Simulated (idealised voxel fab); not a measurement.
Process module under the name voxel plated lines
Pictured: cross-section cut, 230 nm wide, on a grid of 5 nm square cells.
Just so we're on the same page, the cross-sections are grids of square cells, and they're listed out in bands top to bottom, each band one or more rows deep.
Heights first: top, then bottom, in nm. Then materials, left to right, each with a width in nm. "full width" on a single material: fills the band edge to edge. "air": empty space.
Heights are reckoned from 0. Under this level, the received wafer is all of one material. The bottommost band is open-ended downward, for example "0 and below".
Per-row width for "30 to 40": begins at first number (top row of band), ends at second number (bottom row), increment between rows held constant.
"nothing altered" means the step left every cell of the cross-section as it was.
"Entrapped void list" means: voids of 8 cells or more that are shut off from the top with no open way through. Written width x height at distance, distance from the left edge, in nm.
Where a step's line continues beyond its settings, the continuation is a remark by the simulator itself on that step.
A step's line can hold "overlay nm"; with a mask on that step, the setting says how far right of the planned place the mask lay, while a negative setting says it lay to the left.

### Steps in the process plan
1 RECEIVE (material Si)
2 CONFORMAL_DEP (material SiN; thk nm 15)
3 DIRECTIONAL_DEP (material TiN; thk nm 5)
4 PATTERN (tone open; mask id LINES; material resist; width nm 15; pitch nm 35; thk nm 20; overlay nm 0)
5 EPI (material Ru; thk nm 5)
6 STRIP (etch materials resist)
7 DIRECTIONAL_ETCH (etch materials TiN; depth nm 5)
8 CONFORMAL_DEP (material SiN; thk nm 10)

### Received-state cross-section, reflecting completion of step 1
0 and below | Si full width
Entrapped void list: none

### Starting structure and process plan are as shown above, but one mistake was made in running the module; the wafer cross-section at the end of the module follows
50 down to 40 | air 45 | SiN 140 | air 45
40 down to 35 | SiN 55 | Ru 15 | SiN 20 | Ru 15 | SiN 20 | Ru 15 | SiN 20 | Ru 15 | SiN 55
35 down to 30 | SiN 55 | TiN 15 | SiN 20 | TiN 15 | SiN 20 | TiN 15 | SiN 20 | TiN 15 | SiN 55
30 down to 0 | SiN full width
0 and below | Si full width
Entrapped void list: none
Here's what went sideways: step 2 of the plan was twice carried out
